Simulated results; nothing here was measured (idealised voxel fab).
Process module in this document: voxel plated lines
Pictured: cross-section cut, 145 nm wide, on a grid of 5 nm square cells.
Cross-section spec: square-cell grid; bands listed top down; each band is one or more rows.
The band entry comprises the height of the band's top followed by the height of its bottom, expressed in nm, and subsequently the band's materials from left to right, each stated together with its width in nm. Where a single material is marked with the word "everywhere", that material fills the band from edge to edge. The word "empty" represents empty space.
Measure heights from 0. That's the level where, below it, the as-received wafer is all one material. The lowest band is bottomless and extends downward; write it as in "0 -> down".
The expression "30->40" gives the width at the extremes of the band, the first number at its top row of cells and the second at its bottom row, with the width changing by equal amounts from each row to the next in between.
No cell of the cross-section changed in a step that is given as "no modification".
Heads up: "Enclosed internal cavities" only lists the empty pockets with no open path to the top that are 8 cells or more, and it writes them as width x height at distance, distance from the left edge, in nm.
The remark found on a step's line after its settings is issued by the simulator itself and pertains to that step.
The optional step-line setting "overlay nm" applies to steps with a mask and quantifies how far to the right of its planned location the mask lay, a negative value indicating leftward placement.

-- These are the steps we planned for the process
- 1: RECEIVE with material Si
- 2: CONFORMAL_DEP with material Al2O3, thk nm 10
- 3: DIRECTIONAL_DEP with material TiN, thk nm 5
- 4: PATTERN with tone open, mask id LINES, material resist, width nm 30, pitch nm 45, thk nm 20, overlay nm -15
- 5: EPI with material Ru, thk nm 5
- 6: STRIP with etch materials resist
- 7: DIRECTIONAL_ETCH with etch materials TiN, depth nm 5
- 8: CONFORMAL_DEP with material SiO2, thk nm 5
varied across the wafers: overlay nm of step 4. The plan shows the first wafer's value. All wafers start alike

-- First wafer of several, as received: cross-section after step 1
- 0 -> down = Si everywhere
- Enclosed internal cavities: none

-- First wafer of several, cross-section, module end, after step 8 (last)
- 25 -> 20 = empty 15; SiO2 40; empty 5; SiO2 40; empty 45
- 20 -> 15 = empty 15; SiO2 5; Ru 30; SiO2 5; empty 5; SiO2 5; Ru 30; SiO2 5; empty 45
- 15 -> 10 = SiO2 20; TiN 30; SiO2 15; TiN 30; SiO2 50
- 10 -> 0 = Al2O3 everywhere
- 0 -> down = Si everywhere
- Enclosed internal cavities: none

-- The last wafer as seen in cross-section at the end of the module
- 25 -> 20 = empty 45; SiO2 40; empty 5; SiO2 40; empty 15
- 20 -> 15 = empty 45; SiO2 5; Ru 30; SiO2 5; empty 5; SiO2 5; Ru 30; SiO2 5; empty 15
- 15 -> 10 = SiO2 50; TiN 30; SiO2 15; TiN 30; SiO2 20
- 10 -> 0 = Al2O3 everywhere
- 0 -> down = Si everywhere
- Enclosed internal cavities: none

-- Quick key for the table: a row per wafer, taken at the end of the module. For each material it tells you how many cells the wafer gained (+) or lost (-) since it came in, and the closed voids come after
overlay nm -15, +58 Al2O3, +12 Ru, +37 SiO2, +12 TiN, Enclosed internal cavities: none
overlay nm -10, +58 Al2O3, +12 Ru, +37 SiO2, +12 TiN, Enclosed internal cavities: none
overlay nm -5, +58 Al2O3, +12 Ru, +37 SiO2, +12 TiN, Enclosed internal cavities: none
overlay nm 0, +58 Al2O3, +12 Ru, +37 SiO2, +12 TiN, Enclosed internal cavities: none
overlay nm 5, +58 Al2O3, +12 Ru, +37 SiO2, +12 TiN, Enclosed internal cavities: none
overlay nm 10, +58 Al2O3, +12 Ru, +37 SiO2, +12 TiN, Enclosed internal cavities: none
overlay nm 15, +58 Al2O3, +12 Ru, +37 SiO2, +12 TiN, Enclosed internal cavities: none
